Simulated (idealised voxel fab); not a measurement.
Process module heading - voxel double patterning
Shown is cross-section cut, with a width of 300 nm and square cells of size 5 nm.
Just so we're on the same page, the cross-sections are grids of square cells, and they're listed out in bands top to bottom, each band one or more rows deep.
What a band's entry tells you: where the top is and where the bottom is, as heights in nm, and after that what lies inside, material by material from left to right, each with its width in nm. Empty space is written as the word "empty", and a single material marked with the word "throughout" occupies the band from edge to edge.
Heads up on the height convention: 0 is the point under which the incoming wafer is all one material, and the lowest band has no bottom, it just keeps going down, like "0 -> down".
Top row gets the first number, bottom row gets the second, and each row in between changes by the same step: that is how a band width like "30 to 40" works.
Key: "everything unchanged" - step with no changed cell in the cross-section.
"Completely sealed voids": empty spaces of 8 cells or more with no open way to the top, each given as width x height at distance, distance from the left edge, all in nm.
Note: text after step settings on the step line = simulator remark on that step.
When a step includes a mask, the "overlay nm" setting on its line states how far to the right of its planned place that mask lay, and negative values state how far to the left.

INTENDED PROCESS STEPS
1: op RECEIVE | material Si
2: op CONFORMAL_DEP | material SiN | thk nm 5
3: op DIRECTIONAL_DEP | material SiO2 | thk nm 20
4: op DIRECTIONAL_DEP | material SiCN | thk nm 10
5: op DIRECTIONAL_DEP | material aC | thk nm 10
6: op PATTERN | tone open | mask id FIRST | material resist | width nm 15 | pitch nm 50 | thk nm 25 | overlay nm 0
7: op DIRECTIONAL_ETCH | etch materials aC | depth nm 10
8: op STRIP | etch materials resist
9: op DIRECTIONAL_ETCH | etch materials SiCN | depth nm 10
10: op STRIP | etch materials aC
11: op DIRECTIONAL_DEP | material aC | thk nm 10
12: op PATTERN | tone open | mask id SECOND | material resist | width nm 15 | pitch nm 50 | thk nm 30 | overlay nm 0
13: op DIRECTIONAL_ETCH | etch materials aC | depth nm 10
14: op STRIP | etch materials resist
15: op DIRECTIONAL_ETCH | etch materials SiCN | depth nm 10
16: op STRIP | etch materials aC
17: op DIRECTIONAL_ETCH | etch materials SiO2 | depth nm 20
18: op STRIP | etch materials SiCN
It is noted that the wafers described herein are identical at the outset and are distinguished by the width nm of step 12; the value stated in the plan corresponds to the first wafer.

CROSS-SECTIONAL VIEW OF THE FIRST OF SEVERAL WAFERS IN THE AS-RECEIVED CONDITION, CORRESPONDING TO THE STATE FOLLOWING STEP 1
> 0 -> down | Si throughout
> Completely sealed voids: none

TAKE A LOOK AT THE FIRST OF SEVERAL WAFERS IN CROSS-SECTION: THE MODULE IS DONE, AND STEP 18 WAS ITS LAST STEP
> 25 -> 5 | SiO2: 90 | empty: 15 | SiO2: 10 | empty: 15 | SiO2: 10 | empty: 15 | SiO2: 10 | empty: 15 | SiO2: 10 | empty: 15 | SiO2: 95
> 5 -> 0 | SiN throughout
> 0 -> down | Si throughout
> Completely sealed voids: none

CROSS-SECTIONAL VIEW OF THE FINAL WAFER OF SEVERAL AT THE MODULE'S END
> 25 -> 5 | SiO2: 90 | empty: 15 | SiO2: 5 | empty: 45 | SiO2: 5 | empty: 45 | SiO2: 95
> 5 -> 0 | SiN throughout
> 0 -> down | Si throughout
> Completely sealed voids: none

SO IN THIS TABLE EVERY WAFER GETS ITS OWN ROW, AND WHAT YOU SEE IS WHERE IT STANDS AT THE END OF THE MODULE: FOR EACH MATERIAL, HOW MANY CELLS IT PICKED UP (+) OR GAVE UP (-) SINCE WE RECEIVED IT, AND AFTER THAT ITS CLOSED VOIDS
width nm 15; +60 SiN; +180 SiO2; Completely sealed voids: none
width nm 20; +60 SiN; +172 SiO2; Completely sealed voids: none
width nm 25; +60 SiN; +164 SiO2; Completely sealed voids: none
width nm 30; +60 SiN; +156 SiO2; Completely sealed voids: none
